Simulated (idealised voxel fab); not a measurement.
Process module, titled voxel gate over fins
In the cross-section labelled cut, the width is 205 nm and each square cell is 5 nm.
A cross-section in this document is a grid of square cells, and it is written down as bands, the top band listed before the ones below it; a band is made up of one or more rows of cells.
Read a band's entry like this: the first values are the height of its top and the height of its bottom in nm, and what follows is the sequence of materials from left to right, each with its width in nm. Note that "empty" is empty space, and that a single material marked "full width" reaches across the band from edge to edge.
All heights in this document are referenced to 0, defined as the level beneath which the wafer, as received, consists entirely of one material. The lowest band is not bounded below; it extends indefinitely downward and is written in the form "0 nm and below".
So if you see something like "30..40" for the width, read it as the top row of the band sitting at the first number and the bottom row at the second, with every row in between moving by the same amount as the last.
You'll sometimes find "no alterations made" written for a step, and that's the way of saying that nowhere in the cross-section did a cell change during that step.
Listed in "Sealed internal voids": every empty space of 8 or more cells without an open way to the top. Form: width x height at distance, the distance being from the left edge, all in nm.
Text after the settings on a step's line: the simulator's own remark on that step.
overlay nm: on a step with a mask, how far right of its planned place the mask lay; negative means left.

INTENDED PROCESS STEPS
1,RECEIVE (material Si)
2,CONFORMAL_DEP (material SiN; thk nm 10)
3,DIRECTIONAL_DEP (material aC; thk nm 10)
4,PATTERN (tone cover; mask id FINS; material resist; width nm 15; pitch nm 40; thk nm 30; overlay nm -15)
5,DIRECTIONAL_ETCH (etch materials aC; depth nm 10)
6,STRIP (etch materials resist)
7,DIRECTIONAL_ETCH (etch materials SiN; depth nm 10)
8,DIRECTIONAL_ETCH (etch materials Si; depth nm 35)
9,STRIP (etch materials aC)
10,OXIDIZE (depth nm 5)
11,FILL_DEP (material SiO2; thk nm 10)
12,CMP (height nm 10)
13,SELECTIVE_ETCH (etch materials SiO2; depth nm 25)
14,STRIP (etch materials SiN)
15,CONFORMAL_DEP (material HfO2; thk nm 5)
16,CONFORMAL_DEP (material TiN; thk nm 5)
17,CONFORMAL_DEP (material TiAl; thk nm 5)
18,CONFORMAL_DEP (material TiN; thk nm 5)
19,FILL_DEP (material W; thk nm 10)
20,CMP (height nm 25)
21,CONFORMAL_DEP (material SiCN; thk nm 10)
The value of overlay nm given for step 4 in the plan refers to the first wafer; the wafers vary in this setting and are alike at the start.

THE AS-RECEIVED CROSS-SECTION OF THE FIRST OF SEVERAL WAFERS CORRESPONDS TO THE STATE AFTER STEP 1
> 0 nm and below: Si full width
> Sealed internal voids: none

END-OF-MODULE CROSS-SECTION, FIRST OF SEVERAL WAFERS, AFTER LAST STEP 21
> 35 nm to 25 nm: SiCN full width
> 25 nm to 20 nm: W full width
> 20 nm to 15 nm: W (25), then TiN (125), then W (55)
> 15 nm to 10 nm: W (25), then TiN (5), then TiAl (35), then TiN (5), then TiAl (35), then TiN (5), then TiAl (35), then TiN (5), then W (55)
> 10 nm to 5 nm: W (25), then TiN (5), then TiAl (5), then TiN (25), then TiAl (5), then TiN (5), then TiAl (5), then TiN (25), then TiAl (5), then TiN (5), then TiAl (5), then TiN (25), then TiAl (5), then TiN (5), then W (55)
> 5 nm to 0 nm: TiN (30), then TiAl (5), then TiN (5), then HfO2 (15), then TiN (5), then TiAl (5), then TiN (5), then TiAl (5), then TiN (5), then HfO2 (15), then TiN (5), then TiAl (5), then TiN (5), then TiAl (5), then TiN (5), then HfO2 (15), then TiN (5), then TiAl (5), then TiN (60)
> 0 nm to -5 nm: TiAl (35), then TiN (5), then HfO2 (5), then Si (5), then HfO2 (5), then TiN (5), then TiAl (15), then TiN (5), then HfO2 (5), then Si (5), then HfO2 (5), then TiN (5), then TiAl (15), then TiN (5), then HfO2 (5), then Si (5), then HfO2 (5), then TiN (5), then TiAl (65)
> -5 nm to -10 nm: TiN (40), then HfO2 (5), then Si (5), then HfO2 (5), then TiN (25), then HfO2 (5), then Si (5), then HfO2 (5), then TiN (25), then HfO2 (5), then Si (5), then HfO2 (5), then TiN (70)
> -10 nm to -15 nm: HfO2 (45), then Si (5), then HfO2 (35), then Si (5), then HfO2 (35), then Si (5), then HfO2 (75)
> -15 nm to -40 nm: SiO2 (45), then Si (5), then SiO2 (35), then Si (5), then SiO2 (35), then Si (5), then SiO2 (75)
> -40 nm and below: Si full width
> Sealed internal voids: none

LAST WAFER AT THE END
> 35 nm to 25 nm: SiCN full width
> 25 nm to 20 nm: W full width
> 20 nm to 15 nm: W (55), then TiN (125), then W (25)
> 15 nm to 10 nm: W (55), then TiN (5), then TiAl (35), then TiN (5), then TiAl (35), then TiN (5), then TiAl (35), then TiN (5), then W (25)
> 10 nm to 5 nm: W (55), then TiN (5), then TiAl (5), then TiN (25), then TiAl (5), then TiN (5), then TiAl (5), then TiN (25), then TiAl (5), then TiN (5), then TiAl (5), then TiN (25), then TiAl (5), then TiN (5), then W (25)
> 5 nm to 0 nm: TiN (60), then TiAl (5), then TiN (5), then HfO2 (15), then TiN (5), then TiAl (5), then TiN (5), then TiAl (5), then TiN (5), then HfO2 (15), then TiN (5), then TiAl (5), then TiN (5), then TiAl (5), then TiN (5), then HfO2 (15), then TiN (5), then TiAl (5), then TiN (30)
> 0 nm to -5 nm: TiAl (65), then TiN (5), then HfO2 (5), then Si (5), then HfO2 (5), then TiN (5), then TiAl (15), then TiN (5), then HfO2 (5), then Si (5), then HfO2 (5), then TiN (5), then TiAl (15), then TiN (5), then HfO2 (5), then Si (5), then HfO2 (5), then TiN (5), then TiAl (35)
> -5 nm to -10 nm: TiN (70), then HfO2 (5), then Si (5), then HfO2 (5), then TiN (25), then HfO2 (5), then Si (5), then HfO2 (5), then TiN (25), then HfO2 (5), then Si (5), then HfO2 (5), then TiN (40)
> -10 nm to -15 nm: HfO2 (75), then Si (5), then HfO2 (35), then Si (5), then HfO2 (35), then Si (5), then HfO2 (45)
> -15 nm to -40 nm: SiO2 (75), then Si (5), then SiO2 (35), then Si (5), then SiO2 (35), then Si (5), then SiO2 (45)
> -40 nm and below: Si full width
> Sealed internal voids: none

WAFER ROWS, END OF MODULE: CELLS PER MATERIAL GAINED (+) OR LOST (-) SINCE RECEIPT; CLOSED VOIDS LAST
overlay nm -15 | +59 HfO2 | -304 Si | +82 SiCN | +190 SiO2 | +59 TiAl | +112 TiN | +89 W | Sealed internal voids: none
overlay nm -10 | +59 HfO2 | -304 Si | +82 SiCN | +190 SiO2 | +59 TiAl | +112 TiN | +89 W | Sealed internal voids: none
overlay nm -5 | +59 HfO2 | -304 Si | +82 SiCN | +190 SiO2 | +59 TiAl | +112 TiN | +89 W | Sealed internal voids: none
overlay nm 0 | +59 HfO2 | -304 Si | +82 SiCN | +190 SiO2 | +59 TiAl | +112 TiN | +89 W | Sealed internal voids: none
overlay nm 5 | +59 HfO2 | -304 Si | +82 SiCN | +190 SiO2 | +59 TiAl | +112 TiN | +89 W | Sealed internal voids: none
overlay nm 10 | +59 HfO2 | -304 Si | +82 SiCN | +190 SiO2 | +59 TiAl | +112 TiN | +89 W | Sealed internal voids: none
overlay nm 15 | +59 HfO2 | -304 Si | +82 SiCN | +190 SiO2 | +59 TiAl | +112 TiN | +89 W | Sealed internal voids: none
